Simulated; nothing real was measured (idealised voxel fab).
voxel self aligned vias: a process module
Cross-sectional view cut (width: 170 nm; square cell size: 5 nm).
A cross-section in this document is a grid of square cells, and it is written down as bands, the top band listed before the ones below it; a band is made up of one or more rows of cells. The entry gives the band's vertical extent as a top height and a bottom height in nm, then its horizontal make-up as materials from left to right, each with a width in nm. "empty" stands for empty space; a single material marked "full width" fills the band edge to edge. Height reference: 0 = level under which incoming wafer is all one material. Lowest band: no bottom, runs on downward, e.g. "0 nm and below". Read "30->40" as a graded width: first number on top, second number at the bottom, same change between each pair of neighbouring rows. Key: "everything unchanged" - step with no changed cell in the cross-section. "Closed internal voids": empty spaces of 8 cells or more with no open way to the top, each given as width x height at distance, distance from the left edge, all in nm. Formally, on a step line, whatever follows the settings is a remark that the simulator itself makes on the step. "overlay nm" answers the question of how far to the right of plan the mask lay on a step that has a mask, and when it is negative the answer is to the left. From here on the document is pairs. In a pair, the cross-section before one process step comes with the cross-section after it, and the latter goes no deeper than the lowest band that changed. What lies in between, the step and its settings, is written under the pair. A pair may be from a different run of this module on the same starting wafer than the pair above it, so it continues from that pair only where its entry headed "Before the step" says so.

# Before the step
* 60 nm to 40 nm | lowk 15 nm  empty 30 nm  lowk 80 nm  empty 30 nm  lowk 15 nm
* 40 nm to 35 nm | SiN 15 nm  empty 30 nm  SiN 80 nm  empty 30 nm  SiN 15 nm
* 35 nm to 30 nm | lowk 20 nm  empty 20 nm  lowk 35 nm  SiN 20 nm  lowk 35 nm  empty 20 nm  lowk 20 nm
* 30 nm to 20 nm | lowk 20 nm  TiN 5 nm  Ru 10 nm  TiN 5 nm  lowk 35 nm  TiN 5 nm  Ru 10 nm  TiN 5 nm  lowk 35 nm  TiN 5 nm  Ru 10 nm  TiN 5 nm  lowk 20 nm
* 20 nm to 15 nm | lowk 20 nm  TiN 20 nm  lowk 35 nm  TiN 20 nm  lowk 35 nm  TiN 20 nm  lowk 20 nm
* 15 nm to 10 nm | SiCN full width
* 10 nm to 0 nm | SiO2 full width
* 0 nm and below | Si full width
* Closed internal voids: none

# after
* 65 nm to 60 nm | TiN 20 nm  empty 20 nm  TiN 90 nm  empty 20 nm  TiN 20 nm
* 60 nm to 40 nm | lowk 15 nm  TiN 5 nm  empty 20 nm  TiN 5 nm  lowk 80 nm  TiN 5 nm  empty 20 nm  TiN 5 nm  lowk 15 nm
* 40 nm to 35 nm | SiN 15 nm  TiN 10 nm  empty 10 nm  TiN 10 nm  SiN 80 nm  TiN 10 nm  empty 10 nm  TiN 10 nm  SiN 15 nm
* 35 nm to 30 nm | lowk 20 nm  TiN 20 nm  lowk 35 nm  SiN 20 nm  lowk 35 nm  TiN 20 nm  lowk 20 nm
* Under 30: no change, same as before.
* Closed internal voids: none
Link between the two cross-sections above: CONFORMAL_DEP (material TiN; thk nm 5)

Before the step: Please consult the pair immediately above; the cross-section it shows after its step is the state before this step.

# after
* 75 nm to 65 nm | Ru full width
* 65 nm to 60 nm | TiN 20 nm  Ru 20 nm  TiN 90 nm  Ru 20 nm  TiN 20 nm
* 60 nm to 40 nm | lowk 15 nm  TiN 5 nm  Ru 20 nm  TiN 5 nm  lowk 80 nm  TiN 5 nm  Ru 20 nm  TiN 5 nm  lowk 15 nm
* 40 nm to 35 nm | SiN 15 nm  TiN 10 nm  Ru 10 nm  TiN 10 nm  SiN 80 nm  TiN 10 nm  Ru 10 nm  TiN 10 nm  SiN 15 nm
* Under 35: no change, same as before.
* Closed internal voids: none
Link between the two cross-sections above: FILL_DEP (material Ru; thk nm 10)

Before the step: Please consult the pair immediately above; the cross-section it shows after its step is the state before this step.

# after
* 60 nm to 40 nm | lowk 15 nm  TiN 5 nm  Ru 20 nm  TiN 5 nm  lowk 80 nm  TiN 5 nm  Ru 20 nm  TiN 5 nm  lowk 15 nm
* Under 40: no change, same as before.
* Closed internal voids: none
Link between the two cross-sections above: CMP (height nm 60)

Before the step: Please consult the pair immediately above; the cross-section it shows after its step is the state before this step.

# after
* 65 nm to 60 nm | SiN full width
* Under 60: no change, same as before.
* Closed internal voids: none
Link between the two cross-sections above: CONFORMAL_DEP (material SiN; thk nm 5)

# Before the step
* 60 nm to 40 nm | lowk full width
* 40 nm to 30 nm | lowk 20 nm  SiN 20 nm  lowk 35 nm  SiN 20 nm  lowk 35 nm  SiN 20 nm  lowk 20 nm
* 30 nm to 25 nm | lowk 20 nm  TiN 5 nm  Ru 10 nm  TiN 5 nm  lowk 35 nm  TiN 5 nm  Ru 10 nm  TiN 5 nm  lowk 35 nm  TiN 5 nm  Ru 10 nm  TiN 5 nm  lowk 20 nm
* 25 nm to 20 nm | lowk 20 nm  TiN 20 nm  lowk 35 nm  TiN 20 nm  lowk 35 nm  TiN 20 nm  lowk 20 nm
* 20 nm to 15 nm | SiCN full width
* 15 nm to 0 nm | SiO2 full width
* 0 nm and below | Si full width
* Closed internal voids: none

# after
* 60 nm to 40 nm | lowk 20 nm  empty 25 nm  lowk 85 nm  empty 25 nm  lowk 15 nm
* Under 40: no change, same as before.
* Closed internal voids: none
Link between the two cross-sections above: MASKED_ETCH (tone open; mask id VIAS; width nm 25; pitch nm 110; etch materials lowk; depth nm 20; overlay nm 0)

Before the step: Please consult the pair immediately above; the cross-section it shows after its step is the state before this step.

# after
* 60 nm to 40 nm | lowk 20 nm  empty 25 nm  lowk 85 nm  empty 25 nm  lowk 15 nm
* 40 nm to 30 nm | lowk 20 nm  empty 20 nm  lowk 35 nm  SiN 20 nm  lowk 35 nm  empty 20 nm  lowk 20 nm
* Under 30: no change, same as before.
* Closed internal voids: none
Link between the two cross-sections above: MASKED_ETCH (tone open; mask id VIAS; width nm 30; pitch nm 110; etch materials SiN; depth nm 10; overlay nm 0)

Before the step: Please consult the pair immediately above; the cross-section it shows after its step is the state before this step.

# after
* 65 nm to 60 nm | TiN 25 nm  empty 15 nm  TiN 95 nm  empty 15 nm  TiN 20 nm
* 60 nm to 45 nm | lowk 20 nm  TiN 5 nm  empty 15 nm  TiN 5 nm  lowk 85 nm  TiN 5 nm  empty 15 nm  TiN 5 nm  lowk 15 nm
* 45 nm to 40 nm | lowk 20 nm  TiN 5 nm  empty 10 nm  TiN 10 nm  lowk 85 nm  TiN 5 nm  empty 10 nm  TiN 10 nm  lowk 15 nm
* 40 nm to 35 nm | lowk 20 nm  TiN 5 nm  empty 10 nm  TiN 5 nm  lowk 35 nm  SiN 20 nm  lowk 35 nm  TiN 5 nm  empty 10 nm  TiN 5 nm  lowk 20 nm
* 35 nm to 30 nm | lowk 20 nm  TiN 20 nm  lowk 35 nm  SiN 20 nm  lowk 35 nm  TiN 20 nm  lowk 20 nm
* Under 30: no change, same as before.
* Closed internal voids: none
Link between the two cross-sections above: CONFORMAL_DEP (material TiN; thk nm 5)

Before the step: Please consult the pair immediately above; the cross-section it shows after its step is the state before this step.

# after
* 75 nm to 65 nm | Ru full width
* 65 nm to 60 nm | TiN 25 nm  Ru 15 nm  TiN 95 nm  Ru 15 nm  TiN 20 nm
* 60 nm to 45 nm | lowk 20 nm  TiN 5 nm  Ru 15 nm  TiN 5 nm  lowk 85 nm  TiN 5 nm  Ru 15 nm  TiN 5 nm  lowk 15 nm
* 45 nm to 40 nm | lowk 20 nm  TiN 5 nm  Ru 10 nm  TiN 10 nm  lowk 85 nm  TiN 5 nm  Ru 10 nm  TiN 10 nm  lowk 15 nm
* 40 nm to 35 nm | lowk 20 nm  TiN 5 nm  Ru 10 nm  TiN 5 nm  lowk 35 nm  SiN 20 nm  lowk 35 nm  TiN 5 nm  Ru 10 nm  TiN 5 nm  lowk 20 nm
* Under 35: no change, same as before.
* Closed internal voids: none
Link between the two cross-sections above: FILL_DEP (material Ru; thk nm 10)

Before the step: Please consult the pair immediately above; the cross-section it shows after its step is the state before this step.

# after
* 60 nm to 45 nm | lowk 20 nm  TiN 5 nm  Ru 15 nm  TiN 5 nm  lowk 85 nm  TiN 5 nm  Ru 15 nm  TiN 5 nm  lowk 15 nm
* Under 45: no change, same as before.
* Closed internal voids: none
Link between the two cross-sections above: CMP (height nm 60)

Before the step: Please consult the pair immediately above; the cross-section it shows after its step is the state before this step.

# after
* 65 nm to 60 nm | SiN full width
* Under 60: no change, same as before.
* Closed internal voids: none
Link between the two cross-sections above: CONFORMAL_DEP (material SiN; thk nm 5)

# Before the step
* 40 nm to 20 nm | lowk full width
* 20 nm to 15 nm | SiCN full width
* 15 nm to 0 nm | SiO2 full width
* 0 nm and below | Si full width
* Closed internal voids: none

# after
* 60 nm to 40 nm | resist 25 nm  empty 20 nm  resist 35 nm  empty 20 nm  resist 35 nm  empty 20 nm  resist 15 nm
* Under 40: no change, same as before.
* Closed internal voids: none
Link between the two cross-sections above: PATTERN (tone open; mask id LINES; material resist; width nm 20; pitch nm 55; thk nm 20; overlay nm 5)

Before the step: Please consult the pair immediately above; the cross-section it shows after its step is the state before this step.

# after
* 60 nm to 40 nm | resist 25 nm  empty 20 nm  resist 35 nm  empty 20 nm  resist 35 nm  empty 20 nm  resist 15 nm
* 40 nm to 20 nm | lowk 25 nm  empty 20 nm  lowk 35 nm  empty 20 nm  lowk 35 nm  empty 20 nm  lowk 15 nm
* Under 20: no change, same as before.
* Closed internal voids: none
Link between the two cross-sections above: DIRECTIONAL_ETCH (etch materials lowk; depth nm 20)

Before the step: Please consult the pair immediately above; the cross-section it shows after its step is the state before this step.

# after
* 40 nm to 20 nm | lowk 25 nm  empty 20 nm  lowk 35 nm  empty 20 nm  lowk 35 nm  empty 20 nm  lowk 15 nm
* Under 20: no change, same as before.
* Closed internal voids: none
Link between the two cross-sections above: STRIP (etch materials resist)

Before the step: Please consult the pair immediately above; the cross-section it shows after its step is the state before this step.

# after
* 45 nm to 40 nm | TiN 30 nm  empty 10 nm  TiN 45 nm  empty 10 nm  TiN 45 nm  empty 10 nm  TiN 20 nm
* 40 nm to 25 nm | lowk 25 nm  TiN 5 nm  empty 10 nm  TiN 5 nm  lowk 35 nm  TiN 5 nm  empty 10 nm  TiN 5 nm  lowk 35 nm  TiN 5 nm  empty 10 nm  TiN 5 nm  lowk 15 nm
* 25 nm to 20 nm | lowk 25 nm  TiN 20 nm  lowk 35 nm  TiN 20 nm  lowk 35 nm  TiN 20 nm  lowk 15 nm
* Under 20: no change, same as before.
* Closed internal voids: none
Link between the two cross-sections above: CONFORMAL_DEP (material TiN; thk nm 5)

Before the step: Please consult the pair immediately above; the cross-section it shows after its step is the state before this step.

# after
* 50 nm to 45 nm | Ru full width
* 45 nm to 40 nm | TiN 30 nm  Ru 10 nm  TiN 45 nm  Ru 10 nm  TiN 45 nm  Ru 10 nm  TiN 20 nm
* 40 nm to 25 nm | lowk 25 nm  TiN 5 nm  Ru 10 nm  TiN 5 nm  lowk 35 nm  TiN 5 nm  Ru 10 nm  TiN 5 nm  lowk 35 nm  TiN 5 nm  Ru 10 nm  TiN 5 nm  lowk 15 nm
* Under 25: no change, same as before.
* Closed internal voids: none
Link between the two cross-sections above: FILL_DEP (material Ru; thk nm 5)

Before the step: Please consult the pair immediately above; the cross-section it shows after its step is the state before this step.

# after
* 40 nm to 25 nm | lowk 25 nm  TiN 5 nm  Ru 10 nm  TiN 5 nm  lowk 35 nm  TiN 5 nm  Ru 10 nm  TiN 5 nm  lowk 35 nm  TiN 5 nm  Ru 10 nm  TiN 5 nm  lowk 15 nm
* Under 25: no change, same as before.
* Closed internal voids: none
Link between the two cross-sections above: CMP (height nm 40)

Before the step: Please consult the pair immediately above; the cross-section it shows after its step is the state before this step.

# after
* 40 nm to 30 nm | lowk 25 nm  empty 20 nm  lowk 35 nm  empty 20 nm  lowk 35 nm  empty 20 nm  lowk 15 nm
* Under 30: no change, same as before.
* Closed internal voids: none
Link between the two cross-sections above: SELECTIVE_ETCH (etch materials W Ru TiN; depth nm 10)

Before the step: Please consult the pair immediately above; the cross-section it shows after its step is the state before this step.

# after
* 50 nm to 40 nm | SiN full width
* 40 nm to 30 nm | lowk 25 nm  SiN 20 nm  lowk 35 nm  SiN 20 nm  lowk 35 nm  SiN 20 nm  lowk 15 nm
* Under 30: no change, same as before.
* Closed internal voids: none
Link between the two cross-sections above: FILL_DEP (material SiN; thk nm 10)

Before the step: Please consult the pair immediately above; the cross-section it shows after its step is the state before this step.

# after
* 40 nm to 30 nm | lowk 25 nm  SiN 20 nm  lowk 35 nm  SiN 20 nm  lowk 35 nm  SiN 20 nm  lowk 15 nm
* Under 30: no change, same as before.
* Closed internal voids: none
Link between the two cross-sections above: CMP (height nm 40)

Before the step: Please consult the pair immediately above; the cross-section it shows after its step is the state before this step.

# after
* 60 nm to 40 nm | lowk full width
* Under 40: no change, same as before.
* Closed internal voids: none
Link between the two cross-sections above: DIRECTIONAL_DEP (material lowk; thk nm 20)

Before the step: Please consult the pair immediately above; the cross-section it shows after its step is the state before this step.

# after
* 60 nm to 40 nm | lowk 15 nm  empty 30 nm  lowk 80 nm  empty 30 nm  lowk 15 nm
* Under 40: no change, same as before.
* Closed internal voids: none
Link between the two cross-sections above: MASKED_ETCH (tone open; mask id VIAS; width nm 30; pitch nm 110; etch materials lowk; depth nm 20; overlay nm 0)

Before the step: Please consult the pair immediately above; the cross-section it shows after its step is the state before this step.

# after
* 60 nm to 40 nm | lowk 15 nm  empty 30 nm  lowk 80 nm  empty 30 nm  lowk 15 nm
* 40 nm to 30 nm | lowk 25 nm  empty 20 nm  lowk 35 nm  SiN 20 nm  lowk 35 nm  empty 20 nm  lowk 15 nm
* Under 30: no change, same as before.
* Closed internal voids: none
Link between the two cross-sections above: MASKED_ETCH (tone open; mask id VIAS; width nm 30; pitch nm 110; etch materials SiN; depth nm 10; overlay nm 0)

Before the step: Please consult the pair immediately above; the cross-section it shows after its step is the state before this step.

# after
* 65 nm to 60 nm | TiN 20 nm  empty 20 nm  TiN 90 nm  empty 20 nm  TiN 20 nm
* 60 nm to 45 nm | lowk 15 nm  TiN 5 nm  empty 20 nm  TiN 5 nm  lowk 80 nm  TiN 5 nm  empty 20 nm  TiN 5 nm  lowk 15 nm
* 45 nm to 40 nm | lowk 15 nm  TiN 15 nm  empty 10 nm  TiN 5 nm  lowk 80 nm  TiN 15 nm  empty 10 nm  TiN 5 nm  lowk 15 nm
* 40 nm to 35 nm | lowk 25 nm  TiN 5 nm  empty 10 nm  TiN 5 nm  lowk 35 nm  SiN 20 nm  lowk 35 nm  TiN 5 nm  empty 10 nm  TiN 5 nm  lowk 15 nm
* 35 nm to 30 nm | lowk 25 nm  TiN 20 nm  lowk 35 nm  SiN 20 nm  lowk 35 nm  TiN 20 nm  lowk 15 nm
* Under 30: no change, same as before.
* Closed internal voids: none
Link between the two cross-sections above: CONFORMAL_DEP (material TiN; thk nm 5)

Before the step: Please consult the pair immediately above; the cross-section it shows after its step is the state before this step.

# after
* 75 nm to 65 nm | Ru full width
* 65 nm to 60 nm | TiN 20 nm  Ru 20 nm  TiN 90 nm  Ru 20 nm  TiN 20 nm
* 60 nm to 45 nm | lowk 15 nm  TiN 5 nm  Ru 20 nm  TiN 5 nm  lowk 80 nm  TiN 5 nm  Ru 20 nm  TiN 5 nm  lowk 15 nm
* 45 nm to 40 nm | lowk 15 nm  TiN 15 nm  Ru 10 nm  TiN 5 nm  lowk 80 nm  TiN 15 nm  Ru 10 nm  TiN 5 nm  lowk 15 nm
* 40 nm to 35 nm | lowk 25 nm  TiN 5 nm  Ru 10 nm  TiN 5 nm  lowk 35 nm  SiN 20 nm  lowk 35 nm  TiN 5 nm  Ru 10 nm  TiN 5 nm  lowk 15 nm
* Under 35: no change, same as before.
* Closed internal voids: none
Link between the two cross-sections above: FILL_DEP (material Ru; thk nm 10)

Before the step: Please consult the pair immediately above; the cross-section it shows after its step is the state before this step.

# after
* 60 nm to 45 nm | lowk 15 nm  TiN 5 nm  Ru 20 nm  TiN 5 nm  lowk 80 nm  TiN 5 nm  Ru 20 nm  TiN 5 nm  lowk 15 nm
* Under 45: no change, same as before.
* Closed internal voids: none
Link between the two cross-sections above: CMP (height nm 60)

Before the step: Please consult the pair immediately above; the cross-section it shows after its step is the state before this step.

# after
* 65 nm to 60 nm | SiN full width
* Under 60: no change, same as before.
* Closed internal voids: none
Link between the two cross-sections above: CONFORMAL_DEP (material SiN; thk nm 5)

# Before the step
* 0 nm and below | Si full width
* Closed internal voids: none

# after
* 15 nm to 0 nm | TiN full width
* Under 0: no change, same as before.
* Closed internal voids: none
Link between the two cross-sections above: CONFORMAL_DEP (material TiN; thk nm 15)

Before the step: Please consult the pair immediately above; the cross-section it shows after its step is the state before this step.

# after
* 20 nm to 15 nm | SiCN full width
* Under 15: no change, same as before.
* Closed internal voids: none
Link between the two cross-sections above: CONFORMAL_DEP (material SiCN; thk nm 5)

Before the step: Please consult the pair immediately above; the cross-section it shows after its step is the state before this step.

# after
* 40 nm to 20 nm | lowk full width
* Under 20: no change, same as before.
* Closed internal voids: none
Link between the two cross-sections above: DIRECTIONAL_DEP (material lowk; thk nm 20)

Before the step: Please consult the pair immediately above; the cross-section it shows after its step is the state before this step.

# after
* 60 nm to 40 nm | resist 20 nm  empty 20 nm  resist 35 nm  empty 20 nm  resist 35 nm  empty 20 nm  resist 20 nm
* Under 40: no change, same as before.
* Closed internal voids: none
Link between the two cross-sections above: PATTERN (tone open; mask id LINES; material resist; width nm 20; pitch nm 55; thk nm 20; overlay nm 0)

Before the step: Please consult the pair immediately above; the cross-section it shows after its step is the state before this step.

# after
* 60 nm to 40 nm | resist 20 nm  empty 20 nm  resist 35 nm  empty 20 nm  resist 35 nm  empty 20 nm  resist 20 nm
* 40 nm to 20 nm | lowk 20 nm  empty 20 nm  lowk 35 nm  empty 20 nm  lowk 35 nm  empty 20 nm  lowk 20 nm
* Under 20: no change, same as before.
* Closed internal voids: none
Link between the two cross-sections above: DIRECTIONAL_ETCH (etch materials lowk; depth nm 20)

Before the step: Please consult the pair immediately above; the cross-section it shows after its step is the state before this step.

# after
* 40 nm to 20 nm | lowk 20 nm  empty 20 nm  lowk 35 nm  empty 20 nm  lowk 35 nm  empty 20 nm  lowk 20 nm
* Under 20: no change, same as before.
* Closed internal voids: none
Link between the two cross-sections above: STRIP (etch materials resist)

Before the step: Please consult the pair immediately above; the cross-section it shows after its step is the state before this step.

# after
* 45 nm to 40 nm | TiN 25 nm  empty 10 nm  TiN 45 nm  empty 10 nm  TiN 45 nm  empty 10 nm  TiN 25 nm
* 40 nm to 25 nm | lowk 20 nm  TiN 5 nm  empty 10 nm  TiN 5 nm  lowk 35 nm  TiN 5 nm  empty 10 nm  TiN 5 nm  lowk 35 nm  TiN 5 nm  empty 10 nm  TiN 5 nm  lowk 20 nm
* 25 nm to 20 nm | lowk 20 nm  TiN 20 nm  lowk 35 nm  TiN 20 nm  lowk 35 nm  TiN 20 nm  lowk 20 nm
* Under 20: no change, same as before.
* Closed internal voids: none
Link between the two cross-sections above: CONFORMAL_DEP (material TiN; thk nm 5)

Before the step: Please consult the pair immediately above; the cross-section it shows after its step is the state before this step.

# after
* 50 nm to 45 nm | Ru full width
* 45 nm to 40 nm | TiN 25 nm  Ru 10 nm  TiN 45 nm  Ru 10 nm  TiN 45 nm  Ru 10 nm  TiN 25 nm
* 40 nm to 25 nm | lowk 20 nm  TiN 5 nm  Ru 10 nm  TiN 5 nm  lowk 35 nm  TiN 5 nm  Ru 10 nm  TiN 5 nm  lowk 35 nm  TiN 5 nm  Ru 10 nm  TiN 5 nm  lowk 20 nm
* Under 25: no change, same as before.
* Closed internal voids: none
Link between the two cross-sections above: FILL_DEP (material Ru; thk nm 5)

Before the step: Please consult the pair immediately above; the cross-section it shows after its step is the state before this step.

# after
* 40 nm to 25 nm | lowk 20 nm  TiN 5 nm  Ru 10 nm  TiN 5 nm  lowk 35 nm  TiN 5 nm  Ru 10 nm  TiN 5 nm  lowk 35 nm  TiN 5 nm  Ru 10 nm  TiN 5 nm  lowk 20 nm
* Under 25: no change, same as before.
* Closed internal voids: none
Link between the two cross-sections above: CMP (height nm 40)

Before the step: Please consult the pair immediately above; the cross-section it shows after its step is the state before this step.

# after
* 40 nm to 30 nm | lowk 20 nm  empty 20 nm  lowk 35 nm  empty 20 nm  lowk 35 nm  empty 20 nm  lowk 20 nm
* Under 30: no change, same as before.
* Closed internal voids: none
Link between the two cross-sections above: SELECTIVE_ETCH (etch materials W Ru TiN; depth nm 10)

Before the step: Please consult the pair immediately above; the cross-section it shows after its step is the state before this step.

# after
* 50 nm to 40 nm | SiN full width
* 40 nm to 30 nm | lowk 20 nm  SiN 20 nm  lowk 35 nm  SiN 20 nm  lowk 35 nm  SiN 20 nm  lowk 20 nm
* Under 30: no change, same as before.
* Closed internal voids: none
Link between the two cross-sections above: FILL_DEP (material SiN; thk nm 10)

Before the step: Please consult the pair immediately above; the cross-section it shows after its step is the state before this step.

# after
* 40 nm to 30 nm | lowk 20 nm  SiN 20 nm  lowk 35 nm  SiN 20 nm  lowk 35 nm  SiN 20 nm  lowk 20 nm
* Under 30: no change, same as before.
* Closed internal voids: none
Link between the two cross-sections above: CMP (height nm 40)

Before the step: Please consult the pair immediately above; the cross-section it shows after its step is the state before this step.

# after
* 60 nm to 40 nm | lowk full width
* Under 40: no change, same as before.
* Closed internal voids: none
Link between the two cross-sections above: DIRECTIONAL_DEP (material lowk; thk nm 20)

Before the step: Please consult the pair immediately above; the cross-section it shows after its step is the state before this step.

# after
* 60 nm to 40 nm | lowk 15 nm  empty 30 nm  lowk 80 nm  empty 30 nm  lowk 15 nm
* Under 40: no change, same as before.
* Closed internal voids: none
Link between the two cross-sections above: MASKED_ETCH (tone open; mask id VIAS; width nm 30; pitch nm 110; etch materials lowk; depth nm 20; overlay nm 0)

Before the step: Please consult the pair immediately above; the cross-section it shows after its step is the state before this step.

# after
* 60 nm to 40 nm | lowk 15 nm  empty 30 nm  lowk 80 nm  empty 30 nm  lowk 15 nm
* 40 nm to 30 nm | lowk 20 nm  empty 20 nm  lowk 35 nm  SiN 20 nm  lowk 35 nm  empty 20 nm  lowk 20 nm
* Under 30: no change, same as before.
* Closed internal voids: none
Link between the two cross-sections above: MASKED_ETCH (tone open; mask id VIAS; width nm 30; pitch nm 110; etch materials SiN; depth nm 10; overlay nm 0)

Before the step: Please consult the pair immediately above; the cross-section it shows after its step is the state before this step.

# after
* 65 nm to 60 nm | TiN 20 nm  empty 20 nm  TiN 90 nm  empty 20 nm  TiN 20 nm
* 60 nm to 45 nm | lowk 15 nm  TiN 5 nm  empty 20 nm  TiN 5 nm  lowk 80 nm  TiN 5 nm  empty 20 nm  TiN 5 nm  lowk 15 nm
* 45 nm to 40 nm | lowk 15 nm  TiN 10 nm  empty 10 nm  TiN 10 nm  lowk 80 nm  TiN 10 nm  empty 10 nm  TiN 10 nm  lowk 15 nm
* 40 nm to 35 nm | lowk 20 nm  TiN 5 nm  empty 10 nm  TiN 5 nm  lowk 35 nm  SiN 20 nm  lowk 35 nm  TiN 5 nm  empty 10 nm  TiN 5 nm  lowk 20 nm
* 35 nm to 30 nm | lowk 20 nm  TiN 20 nm  lowk 35 nm  SiN 20 nm  lowk 35 nm  TiN 20 nm  lowk 20 nm
* Under 30: no change, same as before.
* Closed internal voids: none
Link between the two cross-sections above: CONFORMAL_DEP (material TiN; thk nm 5)

Before the step: Please consult the pair immediately above; the cross-section it shows after its step is the state before this step.

# after
* 75 nm to 65 nm | Ru full width
* 65 nm to 60 nm | TiN 20 nm  Ru 20 nm  TiN 90 nm  Ru 20 nm  TiN 20 nm
* 60 nm to 45 nm | lowk 15 nm  TiN 5 nm  Ru 20 nm  TiN 5 nm  lowk 80 nm  TiN 5 nm  Ru 20 nm  TiN 5 nm  lowk 15 nm
* 45 nm to 40 nm | lowk 15 nm  TiN 10 nm  Ru 10 nm  TiN 10 nm  lowk 80 nm  TiN 10 nm  Ru 10 nm  TiN 10 nm  lowk 15 nm
* 40 nm to 35 nm | lowk 20 nm  TiN 5 nm  Ru 10 nm  TiN 5 nm  lowk 35 nm  SiN 20 nm  lowk 35 nm  TiN 5 nm  Ru 10 nm  TiN 5 nm  lowk 20 nm
* Under 35: no change, same as before.
* Closed internal voids: none
Link between the two cross-sections above: FILL_DEP (material Ru; thk nm 10)

Before the step: Please consult the pair immediately above; the cross-section it shows after its step is the state before this step.

# after
* 60 nm to 45 nm | lowk 15 nm  TiN 5 nm  Ru 20 nm  TiN 5 nm  lowk 80 nm  TiN 5 nm  Ru 20 nm  TiN 5 nm  lowk 15 nm
* Under 45: no change, same as before.
* Closed internal voids: none
Link between the two cross-sections above: CMP (height nm 60)

Before the step: Please consult the pair immediately above; the cross-section it shows after its step is the state before this step.

# after
* 65 nm to 60 nm | SiN full width
* Under 60: no change, same as before.
* Closed internal voids: none
Link between the two cross-sections above: CONFORMAL_DEP (material SiN; thk nm 5)

# Before the step
* 40 nm to 20 nm | lowk full width
* 20 nm to 15 nm | SiCN full width
* 15 nm to 0 nm | SiO2 full width
* 0 nm and below | Si full width
* Closed internal voids: none

# after
* 60 nm to 40 nm | empty 20 nm  resist 20 nm  empty 35 nm  resist 20 nm  empty 35 nm  resist 20 nm  empty 20 nm
* Under 40: no change, same as before.
* Closed internal voids: none
Link between the two cross-sections above: PATTERN (tone cover; mask id LINES; material resist; width nm 20; pitch nm 55; thk nm 20; overlay nm 0)

Before the step: Please consult the pair immediately above; the cross-section it shows after its step is the state before this step.

# after
* 60 nm to 40 nm | empty 20 nm  resist 20 nm  empty 35 nm  resist 20 nm  empty 35 nm  resist 20 nm  empty 20 nm
* 40 nm to 20 nm | empty 20 nm  lowk 20 nm  empty 35 nm  lowk 20 nm  empty 35 nm  lowk 20 nm  empty 20 nm
* Under 20: no change, same as before.
* Closed internal voids: none
Link between the two cross-sections above: DIRECTIONAL_ETCH (etch materials lowk; depth nm 20)

Before the step: Please consult the pair immediately above; the cross-section it shows after its step is the state before this step.

# after
* 40 nm to 20 nm | empty 20 nm  lowk 20 nm  empty 35 nm  lowk 20 nm  empty 35 nm  lowk 20 nm  empty 20 nm
* Under 20: no change, same as before.
* Closed internal voids: none
Link between the two cross-sections above: STRIP (etch materials resist)

Before the step: Please consult the pair immediately above; the cross-section it shows after its step is the state before this step.

# after
* 45 nm to 40 nm | empty 15 nm  TiN 30 nm  empty 25 nm  TiN 30 nm  empty 25 nm  TiN 30 nm  empty 15 nm
* 40 nm to 25 nm | empty 15 nm  TiN 5 nm  lowk 20 nm  TiN 5 nm  empty 25 nm  TiN 5 nm  lowk 20 nm  TiN 5 nm  empty 25 nm  TiN 5 nm  lowk 20 nm  TiN 5 nm  empty 15 nm
* 25 nm to 20 nm | TiN 20 nm  lowk 20 nm  TiN 35 nm  lowk 20 nm  TiN 35 nm  lowk 20 nm  TiN 20 nm
* Under 20: no change, same as before.
* Closed internal voids: none
Link between the two cross-sections above: CONFORMAL_DEP (material TiN; thk nm 5)

Before the step: Please consult the pair immediately above; the cross-section it shows after its step is the state before this step.

# after
* 50 nm to 45 nm | Ru full width
* 45 nm to 40 nm | Ru 15 nm  TiN 30 nm  Ru 25 nm  TiN 30 nm  Ru 25 nm  TiN 30 nm  Ru 15 nm
* 40 nm to 25 nm | Ru 15 nm  TiN 5 nm  lowk 20 nm  TiN 5 nm  Ru 25 nm  TiN 5 nm  lowk 20 nm  TiN 5 nm  Ru 25 nm  TiN 5 nm  lowk 20 nm  TiN 5 nm  Ru 15 nm
* Under 25: no change, same as before.
* Closed internal voids: none
Link between the two cross-sections above: FILL_DEP (material Ru; thk nm 5)

Before the step: Please consult the pair immediately above; the cross-section it shows after its step is the state before this step.

# after
* 40 nm to 25 nm | Ru 15 nm  TiN 5 nm  lowk 20 nm  TiN 5 nm  Ru 25 nm  TiN 5 nm  lowk 20 nm  TiN 5 nm  Ru 25 nm  TiN 5 nm  lowk 20 nm  TiN 5 nm  Ru 15 nm
* Under 25: no change, same as before.
* Closed internal voids: none
Link between the two cross-sections above: CMP (height nm 40)

Before the step: Please consult the pair immediately above; the cross-section it shows after its step is the state before this step.

# after
* 40 nm to 30 nm | empty 20 nm  lowk 20 nm  empty 35 nm  lowk 20 nm  empty 35 nm  lowk 20 nm  empty 20 nm
* Under 30: no change, same as before.
* Closed internal voids: none
Link between the two cross-sections above: SELECTIVE_ETCH (etch materials W Ru TiN; depth nm 10)

Before the step: Please consult the pair immediately above; the cross-section it shows after its step is the state before this step.

# after
* 50 nm to 40 nm | SiN full width
* 40 nm to 30 nm | SiN 20 nm  lowk 20 nm  SiN 35 nm  lowk 20 nm  SiN 35 nm  lowk 20 nm  SiN 20 nm
* Under 30: no change, same as before.
* Closed internal voids: none
Link between the two cross-sections above: FILL_DEP (material SiN; thk nm 10)

Before the step: Please consult the pair immediately above; the cross-section it shows after its step is the state before this step.

# after
* 40 nm to 30 nm | SiN 20 nm  lowk 20 nm  SiN 35 nm  lowk 20 nm  SiN 35 nm  lowk 20 nm  SiN 20 nm
* Under 30: no change, same as before.
* Closed internal voids: none
Link between the two cross-sections above: CMP (height nm 40)

Before the step: Please consult the pair immediately above; the cross-section it shows after its step is the state before this step.

# after
* 60 nm to 40 nm | lowk full width
* Under 40: no change, same as before.
* Closed internal voids: none
Link between the two cross-sections above: DIRECTIONAL_DEP (material lowk; thk nm 20)

Before the step: Please consult the pair immediately above; the cross-section it shows after its step is the state before this step.

# after
* 60 nm to 40 nm | lowk 15 nm  empty 30 nm  lowk 80 nm  empty 30 nm  lowk 15 nm
* Under 40: no change, same as before.
* Closed internal voids: none
Link between the two cross-sections above: MASKED_ETCH (tone open; mask id VIAS; width nm 30; pitch nm 110; etch materials lowk; depth nm 20; overlay nm 0)

Before the step: Please consult the pair immediately above; the cross-section it shows after its step is the state before this step.

# after
* 60 nm to 40 nm | lowk 15 nm  empty 30 nm  lowk 80 nm  empty 30 nm  lowk 15 nm
* 40 nm to 30 nm | SiN 15 nm  empty 5 nm  lowk 20 nm  empty 5 nm  SiN 30 nm  lowk 20 nm  SiN 30 nm  empty 5 nm  lowk 20 nm  empty 5 nm  SiN 15 nm
* Under 30: no change, same as before.
* Closed internal voids: none
Link between the two cross-sections above: MASKED_ETCH (tone open; mask id VIAS; width nm 30; pitch nm 110; etch materials SiN; depth nm 10; overlay nm 0)
